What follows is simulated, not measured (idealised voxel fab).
Process module, titled voxel released beams
255 nm wide, 5 nm square cells: that's cross-section cut.
Throughout this document, each cross-section is represented as a grid of square cells and is presented as a sequence of bands enumerated from the top downward, where a band comprises one or more rows of cells.
Look at the band entry: it leads with the top's height and the bottom's height in nm. Then it lists the materials left to right, with a width in nm for each. The word "all across" on a single material says that material fills the band edge to edge. The word "air" is empty space.
Zero point of the height axis is 0; under it, received wafer = one material. Lowest band: continues down indefinitely, "from 0 down".
The two numbers in a width such as "30..40" mark its ends across the band: the first belongs to the top row of cells, the second to the bottom row, and from each row to the next the width moves by the same amount.
Where a step carries "nothing was modified", the cross-section came out of it unchanged, cell for cell.
The entry titled "Enclosed voids" provides the empty spaces that have no open way to the top, restricted to those of 8 cells or more. Each is presented as width x height at distance, the distance being measured from the left edge, with all three in nm.
Past the settings on a step's line: simulator remark, on that step.
"overlay nm" denotes, for a step that has a mask, the displacement of the mask to the right of its planned place, with negative values corresponding to the left.
[Below is the list of planned process steps]
- 1: RECEIVE [material Si]
- 2: CONFORMAL_DEP [material Al2O3] [thk nm 10]
- 3: DIRECTIONAL_DEP [material SiO2] [thk nm 15]
- 4: DIRECTIONAL_DEP [material aC] [thk nm 15]
- 5: PATTERN [tone open] [mask id ANCHOR] [material resist] [width nm 45] [thk nm 30] [overlay nm 0]
- 6: DIRECTIONAL_ETCH [etch materials aC] [depth nm 15]
- 7: STRIP [etch materials resist]
- 8: DIRECTIONAL_ETCH [etch materials SiO2] [depth nm 15]
- 9: STRIP [etch materials aC]
- 10: CONFORMAL_DEP [material polySi] [thk nm 15]
- 11: PATTERN [tone cover] [mask id BEAM] [material resist] [width nm 110] [thk nm 20] [overlay nm 0]
- 12: DIRECTIONAL_ETCH [etch materials polySi] [depth nm 15]
- 13: STRIP [etch materials resist]
- 14: STRIP [etch materials SiO2]
[So, the first of our two wafers, run just as we planned it]
[Cross-section of the wafer as it came to us, i.e., already through step 1]
    from 0 down  Si all across
    Enclosed voids: none
[The wafer, seen in cross-section, after step 2]
    from 10 to 0  Al2O3 all across
    Below a height of 0, the structure has not been altered.
[The wafer, seen in cross-section, after step 3]
    from 25 to 10  SiO2 all across
    Below a height of 10, the structure has not been altered.
[The wafer, seen in cross-section, after step 4]
    from 40 to 25  aC all across
    Below a height of 25, the structure has not been altered.
[The wafer, seen in cross-section, after step 5]
    from 70 to 40  resist 75, air 45, resist 135
    Below a height of 40, the structure has not been altered.
[The wafer, seen in cross-section, after step 6]
    from 55 to 40  resist 75, air 45, resist 135
    from 40 to 25  aC 75, air 45, aC 135
    Below a height of 25, the structure has not been altered.
[The wafer, seen in cross-section, after step 7]
    from 40 to 25  aC 75, air 45, aC 135
    Below a height of 25, the structure has not been altered.
[The wafer, seen in cross-section, after step 8]
    from 40 to 25  aC 75, air 45, aC 135
    from 25 to 10  SiO2 75, air 45, SiO2 135
    Below a height of 10, the structure has not been altered.
[The wafer, seen in cross-section, after step 9]
    from 25 to 10  SiO2 75, air 45, SiO2 135
    Below a height of 10, the structure has not been altered.
[The wafer, seen in cross-section, after step 10]
    from 40 to 25  polySi 90, air 15, polySi 150
    from 25 to 10  SiO2 75, polySi 45, SiO2 135
    Below a height of 10, the structure has not been altered.
[The wafer, seen in cross-section, after step 11]
    from 60 to 40  air 70, resist 110, air 75
    from 40 to 25  polySi 90, resist 15, polySi 150
    Below a height of 25, the structure has not been altered.
[The wafer, seen in cross-section, after step 12]
    from 60 to 40  air 70, resist 110, air 75
    from 40 to 25  air 70, polySi 20, resist 15, polySi 75, air 75
    Below a height of 25, the structure has not been altered.
[The wafer, seen in cross-section, after step 13]
    from 40 to 25  air 70, polySi 20, air 15, polySi 75, air 75
    Below a height of 25, the structure has not been altered.
[The wafer, seen in cross-section, after step 14]
    from 40 to 25  air 70, polySi 20, air 15, polySi 75, air 75
    from 25 to 10  air 75, polySi 45, air 135
    Below a height of 10, the structure has not been altered.
[Wafer two. Same start, same plan, one slip in execution. Same as wafer one through step 4, inclusive]
[The second wafer cut through, at the time step 5 was supposed to be finished]
    from 70 to 40  air 75, resist 45, air 135
    Below a height of 40, the structure has not been altered.
[The second wafer cut through, at the time step 6 was supposed to be finished]
    from 55 to 40  air 75, resist 45, air 135
    from 40 to 25  air 75, aC 45, air 135
    Below a height of 25, the structure has not been altered.
[The second wafer cut through, at the time step 7 was supposed to be finished]
    from 40 to 25  air 75, aC 45, air 135
    Below a height of 25, the structure has not been altered.
[The second wafer cut through, at the time step 8 was supposed to be finished]
    from 40 to 25  air 75, aC 45, air 135
    from 25 to 10  air 75, SiO2 45, air 135
    Below a height of 10, the structure has not been altered.
[The second wafer cut through, at the time step 9 was supposed to be finished]
    from 25 to 10  air 75, SiO2 45, air 135
    Below a height of 10, the structure has not been altered.
[The second wafer cut through, at the time step 10 was supposed to be finished]
    from 40 to 25  air 60, polySi 75, air 120
    from 25 to 10  polySi 75, SiO2 45, polySi 135
    Below a height of 10, the structure has not been altered.
[The second wafer cut through, at the time step 11 was supposed to be finished]
    from 60 to 40  air 70, resist 110, air 75
    from 40 to 25  air 60, polySi 75, resist 45, air 75
    Below a height of 25, the structure has not been altered.
[The second wafer cut through, at the time step 12 was supposed to be finished]
    from 60 to 40  air 70, resist 110, air 75
    from 40 to 25  air 70, polySi 65, resist 45, air 75
    from 25 to 10  air 60, polySi 15, SiO2 45, polySi 60, air 75
    Below a height of 10, the structure has not been altered.
[The second wafer cut through, at the time step 13 was supposed to be finished]
    from 40 to 25  air 70, polySi 65, air 120
    Below a height of 25, the structure has not been altered.
The second wafer cut through, at the time step 14 was supposed to be finished: nothing was modified
What was the processing mistake? step 5, actual vs plan mismatch, actual run PATTERN [tone cover] [mask id ANCHOR] [material resist] [width nm 45] [thk nm 30] [overlay nm 0]
Final comparison by cell count, materials where the second wafer has more or fewer than the first: 27 more of SiO2
